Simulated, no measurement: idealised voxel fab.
Process module in this document: voxel quadruple lines
The figure presents cross-section cut, which has a width of 185 nm and is divided into square cells with an edge length of 5 nm.
This document writes a cross-section as a grid whose cells are square, and gives it as bands, listed from the top down; one or more rows of cells form a band. The band entry comprises the height of the band's top followed by the height of its bottom, expressed in nm, and subsequently the band's materials from left to right, each stated together with its width in nm. Where a single material is marked with the word "edge to edge", that material fills the band from edge to edge. The word "blank" represents empty space. Convention: height 0 is the level below which the wafer, as received, is all one material. The lowest band does not terminate at the bottom but continues downward, represented as "top 0, no bottom". Read "30 to 40" as a graded width: first number on top, second number at the bottom, same change between each pair of neighbouring rows. Where the words "nothing different" appear for a step, the cross-section shows no cell changed by that step; every cell remained as before. Empty spaces without an open route to the top, at least 8 cells in extent, make up the entry "Non-vented voids"; each is given as width x height at distance, where the distance is measured from the left edge, and all are in nm. If you see something after the settings on a step's line, that's the simulator's own remark about that step. The "overlay nm" setting may appear on a step's line; for a step that uses a mask, it gives how far to the right of its planned position the mask lay, and a negative value indicates the left.
-- Process steps - plan
1 RECEIVE: material Si
2 CONFORMAL_DEP: material SiO2, thk nm 10
3 DIRECTIONAL_DEP: material W, thk nm 10
4 DIRECTIONAL_DEP: material polySi, thk nm 20
5 DIRECTIONAL_DEP: material aC, thk nm 20
6 PATTERN: tone cover, mask id MANDREL, material resist, width nm 35, thk nm 30, overlay nm 0
7 DIRECTIONAL_ETCH: etch materials aC, depth nm 20
8 STRIP: etch materials resist
9 CONFORMAL_DEP: material SiO2, thk nm 15
10 DIRECTIONAL_ETCH: etch materials SiO2, depth nm 15
11 STRIP: etch materials aC
12 DIRECTIONAL_ETCH: etch materials polySi, depth nm 20
13 STRIP: etch materials SiO2
14 CONFORMAL_DEP: material SiCN, thk nm 10
15 DIRECTIONAL_ETCH: etch materials SiCN, depth nm 10
16 STRIP: etch materials polySi
17 DIRECTIONAL_ETCH: etch materials W, depth nm 10
18 STRIP: etch materials SiCN
19 FILL_DEP: material SiO2, thk nm 10
20 CMP: height nm 20
-- Incoming wafer, cross-sectional view, post step 1
* top 0, no bottom | Si edge to edge
* Non-vented voids: none
-- Wafer cross-section at end of module: start and plan as shown above, one execution error
* top 20, bottom 10 | SiO2=55, then W=10, then SiO2=15, then W=10, then SiO2=5, then W=10, then SiO2=15, then W=10, then SiO2=55
* top 10, bottom 0 | SiO2 edge to edge
* top 0, no bottom | Si edge to edge
* Non-vented voids: none
Error vs. plan: rather than as planned, step 6 actually ran as PATTERN: tone cover, mask id MANDREL, material resist, width nm 25, thk nm 30, overlay nm 0
